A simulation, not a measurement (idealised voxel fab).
process module | voxel double patterning
cross-section cut | 280 nm wide | cells 5 nm
A cross-section is a grid of square cells, given in bands from the top down. A band is one or more rows of cells.
Each band's line starts with the height of the band's top and of its bottom, in nm. Then come its materials from left to right, each with its width in nm. One material with "throughout" fills the band from edge to edge. "air" is empty space.
Height 0 is the level under which the wafer as received is all one material. The lowest band goes on downwards, as in "0 down".
A width such as "30 to 40" changes by the same amount from each row of cells to the next, from the band's top row to its bottom row.
"no change" after a step means that no cell of the cross-section changed.
closed voids: empty space of 8 cells or more with no open way to the top, each as width x height at its distance from the left edge, in nm
after a step's settings: what the simulator itself notes on the step
overlay nm, on a step with a mask: how far to the right of its planned place the mask lay; to the left if negative
plan
1 op RECEIVE | material Si
2 op CONFORMAL_DEP | material SiO2 | thk nm 5
3 op DIRECTIONAL_DEP | material W | thk nm 10
4 op DIRECTIONAL_DEP | material SiN | thk nm 10
5 op MASKED_ETCH | tone open | mask id FIRST | width nm 15 | pitch nm 50 | etch materials SiN | depth nm 10 | overlay nm 0
6 op PATTERN | tone open | mask id SECOND | material resist | width nm 15 | pitch nm 50 | thk nm 15 | overlay nm 0
7 op DIRECTIONAL_ETCH | etch materials SiN | depth nm 10
8 op STRIP | etch materials resist
9 op DIRECTIONAL_ETCH | etch materials W | depth nm 10
10 op STRIP | etch materials SiN
as received, after step 1
  0 down: Si throughout
  closed voids: none
first wafer at the end, as planned
  15 to 5: W 80 | air 15 | W 10 | air 15 | W 10 | air 15 | W 10 | air 15 | W 10 | air 15 | W 85
  5 to 0: SiO2 throughout
  0 down: Si throughout
  closed voids: none
second wafer at the end: like start, like plan, one mistake
  15 to 5: air 80 | W 15 | air 35 | W 15 | air 35 | W 15 | air 85
  5 to 0: SiO2 throughout
  0 down: Si throughout
  closed voids: none
what went wrong: step 5 ran as: op MASKED_ETCH | tone cover | mask id FIRST | width nm 15 | pitch nm 50 | etch materials SiN | depth nm 10 | overlay nm 0
at the end the second wafer has, in cells: 64 fewer of W
